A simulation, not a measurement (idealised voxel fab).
process module | voxel transistor to metal
cross-section cut | 180 nm wide | cells 5 nm
A cross-section is a grid of square cells, given in bands from the top down. A band is one or more rows of cells.
Each band's line starts with the height of the band's top and of its bottom, in nm. Then come its materials from left to right, each with its width in nm. One material with "throughout" fills the band from edge to edge. "air" is empty space.
Height 0 is the level under which the wafer as received is all one material. The lowest band goes on downwards, as in "0 down".
A width such as "30 to 40" changes by the same amount from each row of cells to the next, from the band's top row to its bottom row.
"no change" after a step means that no cell of the cross-section changed.
closed voids: empty space of 8 cells or more with no open way to the top, each as width x height at its distance from the left edge, in nm
after a step's settings: what the simulator itself notes on the step
overlay nm, on a step with a mask: how far to the right of its planned place the mask lay; to the left if negative
plan
1 op RECEIVE | material Si
2 op OXIDIZE | depth nm 5
3 op CONFORMAL_DEP | material SiN | thk nm 15
4 op PATTERN | tone cover | mask id ACTIVE | material resist | width nm 115 | thk nm 15 | overlay nm 0
5 op DIRECTIONAL_ETCH | etch materials SiN | depth nm 15
6 op DIRECTIONAL_ETCH | etch materials SiO2 | depth nm 5
7 op DIRECTIONAL_ETCH | etch materials Si | depth nm 25
8 op STRIP | etch materials resist
9 op OXIDIZE | depth nm 5
10 op FILL_DEP | material SiO2 | thk nm 15
11 op CMP | height nm 15
12 op SELECTIVE_ETCH | etch materials SiO2 | depth nm 10
13 op STRIP | etch materials SiN
14 op SELECTIVE_ETCH | etch materials SiO2 | depth nm 5
15 op OXIDIZE | depth nm 5
16 op DIRECTIONAL_DEP | material polySi | thk nm 30
17 op DIRECTIONAL_DEP | material SiCN | thk nm 10
18 op PATTERN | tone cover | mask id GATE | material resist | width nm 25 | thk nm 15 | overlay nm 0
19 op DIRECTIONAL_ETCH | etch materials SiCN | depth nm 20
20 op DIRECTIONAL_ETCH | etch materials polySi | depth nm 40
21 op STRIP | etch materials resist
22 op CONFORMAL_DEP | material SiN | thk nm 5
23 op DIRECTIONAL_ETCH | etch materials SiN | depth nm 5
24 op DIRECTIONAL_ETCH | etch materials SiO2 | depth nm 5
25 op DIRECTIONAL_ETCH | etch materials Si | depth nm 10
26 op EPI | material nSi | thk nm 10
27 op FILL_DEP | material SiO2 | thk nm 10
28 op CMP | height nm 25
29 op STRIP | etch materials polySi
30 op SELECTIVE_ETCH | etch materials SiO2 | depth nm 5
31 op CONFORMAL_DEP | material HfO2 | thk nm 5
32 op CONFORMAL_DEP | material TiN | thk nm 5
33 op FILL_DEP | material W | thk nm 5
34 op CMP | height nm 20
35 op DIRECTIONAL_DEP | material SiO2 | thk nm 15
36 op DIRECTIONAL_DEP | material aC | thk nm 15
37 op PATTERN | tone open | mask id CONTACT | material resist | width nm 20 | pitch nm 85 | thk nm 30 | overlay nm 0
38 op DIRECTIONAL_ETCH | etch materials aC | depth nm 15
39 op STRIP | etch materials resist
40 op DIRECTIONAL_ETCH | etch materials SiO2 | depth nm 45
41 op STRIP | etch materials aC
42 op CONFORMAL_DEP | material TiN | thk nm 5
43 op FILL_DEP | material Ru | thk nm 5
44 op CMP | height nm 35
45 op CONFORMAL_DEP | material SiCN | thk nm 5
46 op DIRECTIONAL_DEP | material lowk | thk nm 20
47 op DIRECTIONAL_DEP | material aC | thk nm 15
48 op PATTERN | tone open | mask id METAL_1 | material resist | width nm 20 | pitch nm 85 | thk nm 35 | overlay nm 0
49 op DIRECTIONAL_ETCH | etch materials aC | depth nm 15
50 op STRIP | etch materials resist
51 op DIRECTIONAL_ETCH | etch materials lowk | depth nm 20
52 op DIRECTIONAL_ETCH | etch materials SiCN | depth nm 5
53 op STRIP | etch materials aC
54 op CONFORMAL_DEP | material TiN | thk nm 5
55 op FILL_DEP | material Ru | thk nm 10
56 op CMP | height nm 60
57 op CONFORMAL_DEP | material SiCN | thk nm 5
58 op DIRECTIONAL_DEP | material SiO2 | thk nm 30
59 op MASKED_ETCH | tone open | mask id METAL_2_HOLES | width nm 15 | pitch nm 85 | etch materials SiO2 | depth nm 30 | overlay nm 0
60 op DIRECTIONAL_DEP | material aC | thk nm 10
61 op PATTERN | tone open | mask id METAL_2 | material resist | width nm 20 | pitch nm 85 | thk nm 30 | overlay nm 0
62 op DIRECTIONAL_ETCH | etch materials aC | depth nm 10
63 op STRIP | etch materials resist
64 op DIRECTIONAL_ETCH | etch materials SiO2 | depth nm 15
65 op DIRECTIONAL_ETCH | etch materials SiCN | depth nm 5
66 op STRIP | etch materials aC
67 op CONFORMAL_DEP | material TiN | thk nm 5
68 op FILL_DEP | material Cu | thk nm 10
69 op CMP | height nm 95
70 op CONFORMAL_DEP | material SiCN | thk nm 5
as received, after step 1
  0 down: Si throughout
  closed voids: none
first wafer at the end, as planned
  100 to 95: SiCN throughout
  95 to 85: SiO2 35 | TiN 5 | Cu 10 | TiN 5 | SiO2 65 | TiN 5 | Cu 10 | TiN 5 | SiO2 40
  85 to 80: SiO2 35 | TiN 5 | Cu 5 | TiN 10 | SiO2 65 | TiN 5 | Cu 5 | TiN 10 | SiO2 40
  80 to 65: SiO2 35 | TiN 5 | Cu 5 | TiN 5 | SiO2 70 | TiN 5 | Cu 5 | TiN 5 | SiO2 45
  65 to 60: SiCN 35 | TiN 15 | SiCN 70 | TiN 15 | SiCN 45
  60 to 40: lowk 35 | TiN 5 | Ru 10 | TiN 5 | lowk 65 | TiN 5 | Ru 10 | TiN 5 | lowk 40
  40 to 35: SiCN 35 | TiN 20 | SiCN 65 | TiN 20 | SiCN 40
  35 to 20: SiO2 35 | TiN 5 | Ru 10 | TiN 5 | SiO2 65 | TiN 5 | Ru 10 | TiN 5 | SiO2 40
  20 to 0: SiO2 35 | TiN 5 | Ru 10 | TiN 5 | SiO2 15 | SiN 5 | HfO2 5 | TiN 5 | W 5 | TiN 5 | HfO2 5 | SiN 5 | SiO2 15 | TiN 5 | Ru 10 | TiN 5 | SiO2 40
  0 to -5: SiO2 25 | SiN 5 | SiO2 5 | TiN 5 | Ru 10 | TiN 5 | SiO2 5 | nSi 10 | SiN 5 | HfO2 5 | TiN 15 | HfO2 5 | SiN 5 | nSi 10 | SiO2 5 | TiN 5 | Ru 10 | TiN 5 | SiO2 5 | SiN 5 | SiO2 30
  -5 to -10: SiO2 35 | TiN 20 | SiO2 5 | nSi 10 | HfO2 35 | nSi 10 | SiO2 5 | TiN 20 | SiO2 40
  -10 to -20: SiO2 35 | nSi 35 | Si 35 | nSi 35 | SiO2 40
  -20 to -35: SiO2 35 | Si 105 | SiO2 40
  -35 down: Si throughout
  closed voids: none
second wafer at the end: like start, like plan, one mistake
  100 to 95: SiCN throughout
  95 to 85: SiO2 35 | TiN 5 | Cu 10 | TiN 5 | SiO2 65 | TiN 5 | Cu 10 | TiN 5 | SiO2 40
  85 to 80: SiO2 35 | TiN 5 | Cu 5 | TiN 10 | SiO2 65 | TiN 5 | Cu 5 | TiN 10 | SiO2 40
  80 to 65: SiO2 35 | TiN 5 | Cu 5 | TiN 5 | SiO2 70 | TiN 5 | Cu 5 | TiN 5 | SiO2 45
  65 to 60: SiCN 35 | TiN 15 | SiCN 70 | TiN 15 | SiCN 45
  60 to 40: lowk 35 | TiN 5 | Ru 10 | TiN 5 | lowk 65 | TiN 5 | Ru 10 | TiN 5 | lowk 40
  40 to 35: SiCN 35 | TiN 20 | SiCN 65 | TiN 20 | SiCN 40
  35 to -5: SiO2 35 | TiN 5 | Ru 10 | TiN 5 | SiO2 65 | TiN 5 | Ru 10 | TiN 5 | SiO2 40
  -5 to -10: SiO2 35 | TiN 20 | SiO2 65 | TiN 20 | SiO2 40
  -10 to -35: SiO2 35 | Si 105 | SiO2 40
  -35 down: Si throughout
  closed voids: none
what went wrong: step 16 ran as: op DIRECTIONAL_DEP | material SiO2 | thk nm 30
at the end the second wafer has, in cells: 17 fewer of HfO2 | 28 more of Si | 12 fewer of SiN | 52 more of SiO2 | 11 fewer of TiN | 4 fewer of W | 36 fewer of nSi
